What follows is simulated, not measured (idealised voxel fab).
Process module under the name voxel capacitor over wiring
The figure presents cross-section cut, which has a width of 200 nm and is divided into square cells with an edge length of 5 nm.
The cross-sections in this document take the form of a grid made of square cells. They are written out as bands, in order from top to bottom. Each band consists of one or more rows of cells.
Per band: top height and bottom height in nm, followed by the left-to-right materials and their widths in nm; "full width" marks a single material spanning edge to edge, "empty" marks empty space.
Heights are measured from 0, the level below which the as-received wafer is all one material; the lowest band has no bottom and continues downward, written as in "0 down".
You'd read "30..40" like this: the band's top row of cells is as wide as the first number, its bottom row is as wide as the second, and going down, every row changes width by the same amount as the row before did.
"no modifications" -> step changed no cross-section cell.
The label "Closed void list" introduces a list of the empty spaces, 8 cells or larger, that have no open way up to the top; each entry in it reads width x height at distance, where the distance is taken from the left edge and all three are stated in nm.
Whatever follows a step's settings on its line is a remark the simulator itself makes about that step.
Regarding "overlay nm": on a step with a mask, it is the distance the mask lay to the right of its planned place; a negative value places it to the left.

Process steps (planned)
| 1 | RECEIVE [material Si] |
| 2 | CONFORMAL_DEP [material SiO2] [thk nm 15] |
| 3 | DIRECTIONAL_DEP [material TiN] [thk nm 5] |
| 4 | DIRECTIONAL_DEP [material Ru] [thk nm 15] |
| 5 | MASKED_ETCH [tone cover] [mask id METAL_1] [width nm 25] [pitch nm 85] [etch materials Ru] [depth nm 15] [overlay nm 0] |
| 6 | MASKED_ETCH [tone cover] [mask id METAL_1] [width nm 25] [pitch nm 85] [etch materials TiN] [depth nm 5] [overlay nm 0] |
| 7 | FILL_DEP [material lowk] [thk nm 10] |
| 8 | CMP [height nm 35] |
| 9 | CONFORMAL_DEP [material SiCN] [thk nm 5] |
| 10 | DIRECTIONAL_DEP [material lowk] [thk nm 20] |
| 11 | MASKED_ETCH [tone open] [mask id PLUG_1] [width nm 15] [etch materials lowk] [depth nm 20] [overlay nm 0] |
| 12 | MASKED_ETCH [tone open] [mask id PLUG_1] [width nm 15] [etch materials SiCN] [depth nm 5] [overlay nm 0] |
| 13 | EPI [material Ru] [thk nm 10] |
| 14 | EPI [material Ru] [thk nm 10] |
| 15 | EPI [material Ru] [thk nm 5] |
| 16 | DIRECTIONAL_DEP [material TiN] [thk nm 10] |
| 17 | DIRECTIONAL_DEP [material Al2O3] [thk nm 5] |
| 18 | DIRECTIONAL_DEP [material TiN] [thk nm 5] |
| 19 | PATTERN [tone cover] [mask id UPPER_PLATE] [material resist] [width nm 65] [thk nm 15] [overlay nm 0] |
| 20 | DIRECTIONAL_ETCH [etch materials TiN] [depth nm 5] |
| 21 | DIRECTIONAL_ETCH [etch materials Al2O3] [depth nm 5] |
| 22 | STRIP [etch materials resist] |
| 23 | PATTERN [tone cover] [mask id LOWER_PLATE] [material resist] [width nm 75] [thk nm 20] [overlay nm 0] |
| 24 | DIRECTIONAL_ETCH [etch materials TiN] [depth nm 10] |
| 25 | STRIP [etch materials resist] |
| 26 | FILL_DEP [material SiO2] [thk nm 15] |
| 27 | CMP [height nm 90] |
| 28 | DIRECTIONAL_DEP [material aC] [thk nm 15] |
| 29 | PATTERN [tone open] [mask id PLUG_2] [material resist] [width nm 15] [thk nm 30] [overlay nm 0] |
| 30 | DIRECTIONAL_ETCH [etch materials aC] [depth nm 15] |
| 31 | STRIP [etch materials resist] |
| 32 | DIRECTIONAL_ETCH [etch materials SiO2] [depth nm 10] |
| 33 | STRIP [etch materials aC] |
| 34 | CONFORMAL_DEP [material TiN] [thk nm 5] |
| 35 | FILL_DEP [material W] [thk nm 10] |
| 36 | CMP [height nm 90] |
| 37 | CONFORMAL_DEP [material SiCN] [thk nm 5] |

First of two wafers, with the run carried out as planned

This is the cross-section of the wafer as we received it, i.e. after step 1
- 0 down  Si full width
- Closed void list: none

Cross-sectional representation of the wafer at the conclusion of step 2
- 15 to 0  SiO2 full width
- At heights below 0, the structure remains unaltered.

Cross-sectional representation of the wafer at the conclusion of step 3
- 20 to 15  TiN full width
- At heights below 15, the structure remains unaltered.

Cross-sectional representation of the wafer at the conclusion of step 4
- 35 to 20  Ru full width
- At heights below 20, the structure remains unaltered.

Cross-sectional representation of the wafer at the conclusion of step 5
- 35 to 20  45 nm empty | 25 nm Ru | 60 nm empty | 25 nm Ru | 45 nm empty
- At heights below 20, the structure remains unaltered.

Cross-sectional representation of the wafer at the conclusion of step 6
- 35 to 20  45 nm empty | 25 nm Ru | 60 nm empty | 25 nm Ru | 45 nm empty
- 20 to 15  45 nm empty | 25 nm TiN | 60 nm empty | 25 nm TiN | 45 nm empty
- At heights below 15, the structure remains unaltered.

Cross-sectional representation of the wafer at the conclusion of step 7
- 45 to 35  lowk full width
- 35 to 20  45 nm lowk | 25 nm Ru | 60 nm lowk | 25 nm Ru | 45 nm lowk
- 20 to 15  45 nm lowk | 25 nm TiN | 60 nm lowk | 25 nm TiN | 45 nm lowk
- At heights below 15, the structure remains unaltered.

Cross-sectional representation of the wafer at the conclusion of step 8
- 35 to 20  45 nm lowk | 25 nm Ru | 60 nm lowk | 25 nm Ru | 45 nm lowk
- At heights below 20, the structure remains unaltered.

Cross-sectional representation of the wafer at the conclusion of step 9
- 40 to 35  SiCN full width
- At heights below 35, the structure remains unaltered.

Cross-sectional representation of the wafer at the conclusion of step 10
- 60 to 40  lowk full width
- At heights below 40, the structure remains unaltered.

Cross-sectional representation of the wafer at the conclusion of step 11
- 60 to 40  55 nm lowk | 15 nm empty | 130 nm lowk
- At heights below 40, the structure remains unaltered.

Cross-sectional representation of the wafer at the conclusion of step 12
- 60 to 40  55 nm lowk | 15 nm empty | 130 nm lowk
- 40 to 35  55 nm SiCN | 15 nm empty | 130 nm SiCN
- At heights below 35, the structure remains unaltered.

Cross-sectional representation of the wafer at the conclusion of step 13
- 60 to 45  55 nm lowk | 15 nm empty | 130 nm lowk
- 45 to 40  55 nm lowk | 15 nm Ru | 130 nm lowk
- 40 to 35  55 nm SiCN | 15 nm Ru | 130 nm SiCN
- At heights below 35, the structure remains unaltered.

Cross-sectional representation of the wafer at the conclusion of step 14
- 60 to 55  55 nm lowk | 15 nm empty | 130 nm lowk
- 55 to 40  55 nm lowk | 15 nm Ru | 130 nm lowk
- At heights below 40, the structure remains unaltered.

Cross-sectional representation of the wafer at the conclusion of step 15
- 60 to 40  55 nm lowk | 15 nm Ru | 130 nm lowk
- At heights below 40, the structure remains unaltered.

Cross-sectional representation of the wafer at the conclusion of step 16
- 70 to 60  TiN full width
- At heights below 60, the structure remains unaltered.

Cross-sectional representation of the wafer at the conclusion of step 17
- 75 to 70  Al2O3 full width
- At heights below 70, the structure remains unaltered.

Cross-sectional representation of the wafer at the conclusion of step 18
- 80 to 75  TiN full width
- At heights below 75, the structure remains unaltered.

Cross-sectional representation of the wafer at the conclusion of step 19
- 95 to 80  55 nm empty | 65 nm resist | 80 nm empty
- At heights below 80, the structure remains unaltered.

Cross-sectional representation of the wafer at the conclusion of step 20
- 95 to 80  55 nm empty | 65 nm resist | 80 nm empty
- 80 to 75  55 nm empty | 65 nm TiN | 80 nm empty
- At heights below 75, the structure remains unaltered.

Cross-sectional representation of the wafer at the conclusion of step 21
- 95 to 80  55 nm empty | 65 nm resist | 80 nm empty
- 80 to 75  55 nm empty | 65 nm TiN | 80 nm empty
- 75 to 70  55 nm empty | 65 nm Al2O3 | 80 nm empty
- At heights below 70, the structure remains unaltered.

Cross-sectional representation of the wafer at the conclusion of step 22
- 80 to 75  55 nm empty | 65 nm TiN | 80 nm empty
- At heights below 75, the structure remains unaltered.

Cross-sectional representation of the wafer at the conclusion of step 23
- 100 to 80  50 nm empty | 75 nm resist | 75 nm empty
- 80 to 75  50 nm empty | 5 nm resist | 65 nm TiN | 5 nm resist | 75 nm empty
- 75 to 70  50 nm empty | 5 nm resist | 65 nm Al2O3 | 5 nm resist | 75 nm empty
- At heights below 70, the structure remains unaltered.

Cross-sectional representation of the wafer at the conclusion of step 24
- 100 to 80  50 nm empty | 75 nm resist | 75 nm empty
- 80 to 75  50 nm empty | 5 nm resist | 65 nm TiN | 5 nm resist | 75 nm empty
- 75 to 70  50 nm empty | 5 nm resist | 65 nm Al2O3 | 5 nm resist | 75 nm empty
- 70 to 60  50 nm empty | 75 nm TiN | 75 nm empty
- At heights below 60, the structure remains unaltered.

Cross-sectional representation of the wafer at the conclusion of step 25
- 80 to 75  55 nm empty | 65 nm TiN | 80 nm empty
- 75 to 70  55 nm empty | 65 nm Al2O3 | 80 nm empty
- At heights below 70, the structure remains unaltered.

Cross-sectional representation of the wafer at the conclusion of step 26
- 95 to 80  SiO2 full width
- 80 to 75  55 nm SiO2 | 65 nm TiN | 80 nm SiO2
- 75 to 70  55 nm SiO2 | 65 nm Al2O3 | 80 nm SiO2
- 70 to 60  50 nm SiO2 | 75 nm TiN | 75 nm SiO2
- At heights below 60, the structure remains unaltered.

Cross-sectional representation of the wafer at the conclusion of step 27
- 90 to 80  SiO2 full width
- At heights below 80, the structure remains unaltered.

Cross-sectional representation of the wafer at the conclusion of step 28
- 105 to 90  aC full width
- At heights below 90, the structure remains unaltered.

Cross-sectional representation of the wafer at the conclusion of step 29
- 135 to 105  65 nm resist | 15 nm empty | 120 nm resist
- At heights below 105, the structure remains unaltered.

Cross-sectional representation of the wafer at the conclusion of step 30
- 120 to 105  65 nm resist | 15 nm empty | 120 nm resist
- 105 to 90  65 nm aC | 15 nm empty | 120 nm aC
- At heights below 90, the structure remains unaltered.

Cross-sectional representation of the wafer at the conclusion of step 31
- 105 to 90  65 nm aC | 15 nm empty | 120 nm aC
- At heights below 90, the structure remains unaltered.

Cross-sectional representation of the wafer at the conclusion of step 32
- 105 to 90  65 nm aC | 15 nm empty | 120 nm aC
- 90 to 80  65 nm SiO2 | 15 nm empty | 120 nm SiO2
- At heights below 80, the structure remains unaltered.

Cross-sectional representation of the wafer at the conclusion of step 33
- 90 to 80  65 nm SiO2 | 15 nm empty | 120 nm SiO2
- At heights below 80, the structure remains unaltered.

Cross-sectional representation of the wafer at the conclusion of step 34
- 95 to 90  70 nm TiN | 5 nm empty | 125 nm TiN
- 90 to 85  65 nm SiO2 | 5 nm TiN | 5 nm empty | 5 nm TiN | 120 nm SiO2
- 85 to 75  65..55 nm SiO2 | 15..65 nm TiN | 120..80 nm SiO2
- At heights below 75, the structure remains unaltered.

Cross-sectional representation of the wafer at the conclusion of step 35
- 105 to 95  W full width
- 95 to 90  70 nm TiN | 5 nm W | 125 nm TiN
- 90 to 85  65 nm SiO2 | 5 nm TiN | 5 nm W | 5 nm TiN | 120 nm SiO2
- At heights below 85, the structure remains unaltered.

Cross-sectional representation of the wafer at the conclusion of step 36
- 90 to 85  65 nm SiO2 | 5 nm TiN | 5 nm W | 5 nm TiN | 120 nm SiO2
- At heights below 85, the structure remains unaltered.

Cross-sectional representation of the wafer at the conclusion of step 37
- 95 to 90  SiCN full width
- At heights below 90, the structure remains unaltered.

Wafer two: like wafer one in start and plan, but with one mistake in execution; identical up to and including step 10

Second wafer: cross-section at the scheduled end of step 11
- 60 to 50  55 nm lowk | 15 nm empty | 130 nm lowk
- At heights below 50, the structure remains unaltered.

Second wafer: cross-section at the scheduled end of step 12: no modifications

Second wafer: cross-section at the scheduled end of step 13: no modifications

Second wafer: cross-section at the scheduled end of step 14: no modifications

Second wafer: cross-section at the scheduled end of step 15: no modifications

Second wafer: cross-section at the scheduled end of step 16
- 70 to 60  55 nm TiN | 15 nm empty | 130 nm TiN
- 60 to 50  55 nm lowk | 15 nm TiN | 130 nm lowk
- At heights below 50, the structure remains unaltered.

Second wafer: cross-section at the scheduled end of step 17
- 75 to 70  55 nm Al2O3 | 15 nm empty | 130 nm Al2O3
- 70 to 65  55 nm TiN | 15 nm empty | 130 nm TiN
- 65 to 60  55 nm TiN | 15 nm Al2O3 | 130 nm TiN
- At heights below 60, the structure remains unaltered.

Second wafer: cross-section at the scheduled end of step 18
- 80 to 75  55 nm TiN | 15 nm empty | 130 nm TiN
- 75 to 70  55 nm Al2O3 | 15 nm empty | 130 nm Al2O3
- 70 to 65  TiN full width
- At heights below 65, the structure remains unaltered.

Second wafer: cross-section at the scheduled end of step 19
- 95 to 80  55 nm empty | 65 nm resist | 80 nm empty
- 80 to 75  55 nm TiN | 15 nm resist | 130 nm TiN
- 75 to 70  55 nm Al2O3 | 15 nm resist | 130 nm Al2O3
- At heights below 70, the structure remains unaltered.

Second wafer: cross-section at the scheduled end of step 20
- 95 to 80  55 nm empty | 65 nm resist | 80 nm empty
- 80 to 75  55 nm empty | 15 nm resist | 50 nm TiN | 80 nm empty
- At heights below 75, the structure remains unaltered.

Second wafer: cross-section at the scheduled end of step 21
- 95 to 80  55 nm empty | 65 nm resist | 80 nm empty
- 80 to 75  55 nm empty | 15 nm resist | 50 nm TiN | 80 nm empty
- 75 to 70  55 nm empty | 15 nm resist | 50 nm Al2O3 | 80 nm empty
- At heights below 70, the structure remains unaltered.

Second wafer: cross-section at the scheduled end of step 22
- 80 to 75  70 nm empty | 50 nm TiN | 80 nm empty
- 75 to 70  70 nm empty | 50 nm Al2O3 | 80 nm empty
- At heights below 70, the structure remains unaltered.

Second wafer: cross-section at the scheduled end of step 23
- 100 to 80  50 nm empty | 75 nm resist | 75 nm empty
- 80 to 75  50 nm empty | 20 nm resist | 50 nm TiN | 5 nm resist | 75 nm empty
- 75 to 70  50 nm empty | 20 nm resist | 50 nm Al2O3 | 5 nm resist | 75 nm empty
- At heights below 70, the structure remains unaltered.

Second wafer: cross-section at the scheduled end of step 24
- 100 to 80  50 nm empty | 75 nm resist | 75 nm empty
- 80 to 75  50 nm empty | 20 nm resist | 50 nm TiN | 5 nm resist | 75 nm empty
- 75 to 70  50 nm empty | 20 nm resist | 50 nm Al2O3 | 5 nm resist | 75 nm empty
- 70 to 65  50 nm empty | 75 nm TiN | 75 nm empty
- 65 to 60  50 nm empty | 5 nm TiN | 15 nm Al2O3 | 55 nm TiN | 75 nm empty
- At heights below 60, the structure remains unaltered.

Second wafer: cross-section at the scheduled end of step 25
- 80 to 75  70 nm empty | 50 nm TiN | 80 nm empty
- 75 to 70  70 nm empty | 50 nm Al2O3 | 80 nm empty
- At heights below 70, the structure remains unaltered.

Second wafer: cross-section at the scheduled end of step 26
- 95 to 80  SiO2 full width
- 80 to 75  70 nm SiO2 | 50 nm TiN | 80 nm SiO2
- 75 to 70  70 nm SiO2 | 50 nm Al2O3 | 80 nm SiO2
- 70 to 65  50 nm SiO2 | 75 nm TiN | 75 nm SiO2
- 65 to 60  50 nm SiO2 | 5 nm TiN | 15 nm Al2O3 | 55 nm TiN | 75 nm SiO2
- At heights below 60, the structure remains unaltered.

Second wafer: cross-section at the scheduled end of step 27
- 90 to 80  SiO2 full width
- At heights below 80, the structure remains unaltered.

Second wafer: cross-section at the scheduled end of step 28
- 105 to 90  aC full width
- At heights below 90, the structure remains unaltered.

Second wafer: cross-section at the scheduled end of step 29
- 135 to 105  65 nm resist | 15 nm empty | 120 nm resist
- At heights below 105, the structure remains unaltered.

Second wafer: cross-section at the scheduled end of step 30
- 120 to 105  65 nm resist | 15 nm empty | 120 nm resist
- 105 to 90  65 nm aC | 15 nm empty | 120 nm aC
- At heights below 90, the structure remains unaltered.

Second wafer: cross-section at the scheduled end of step 31
- 105 to 90  65 nm aC | 15 nm empty | 120 nm aC
- At heights below 90, the structure remains unaltered.

Second wafer: cross-section at the scheduled end of step 32
- 105 to 90  65 nm aC | 15 nm empty | 120 nm aC
- 90 to 80  65 nm SiO2 | 15 nm empty | 120 nm SiO2
- At heights below 80, the structure remains unaltered.

Second wafer: cross-section at the scheduled end of step 33
- 90 to 80  65 nm SiO2 | 15 nm empty | 120 nm SiO2
- At heights below 80, the structure remains unaltered.

Second wafer: cross-section at the scheduled end of step 34
- 95 to 90  70 nm TiN | 5 nm empty | 125 nm TiN
- 90 to 85  65 nm SiO2 | 5 nm TiN | 5 nm empty | 5 nm TiN | 120 nm SiO2
- 85 to 75  65..70 nm SiO2 | 15..50 nm TiN | 120..80 nm SiO2
- At heights below 75, the structure remains unaltered.

Second wafer: cross-section at the scheduled end of step 35
- 105 to 95  W full width
- 95 to 90  70 nm TiN | 5 nm W | 125 nm TiN
- 90 to 85  65 nm SiO2 | 5 nm TiN | 5 nm W | 5 nm TiN | 120 nm SiO2
- At heights below 85, the structure remains unaltered.

Second wafer: cross-section at the scheduled end of step 36
- 90 to 85  65 nm SiO2 | 5 nm TiN | 5 nm W | 5 nm TiN | 120 nm SiO2
- At heights below 85, the structure remains unaltered.

Second wafer: cross-section at the scheduled end of step 37
- 95 to 90  SiCN full width
- At heights below 90, the structure remains unaltered.
Heads up, the wafer didn't run the way we planned it: heads up, step 11 didn't go per plan, it actually ran as MASKED_ETCH [tone open] [mask id PLUG_1] [width nm 15] [etch materials lowk] [depth nm 10] [overlay nm 0]
Upon completion, the second wafer contains, in terms of cells, a greater or smaller amount of certain materials than the first wafer: Ru: 15 fewer | SiCN: 3 more | SiO2: 6 more | lowk: 6 more
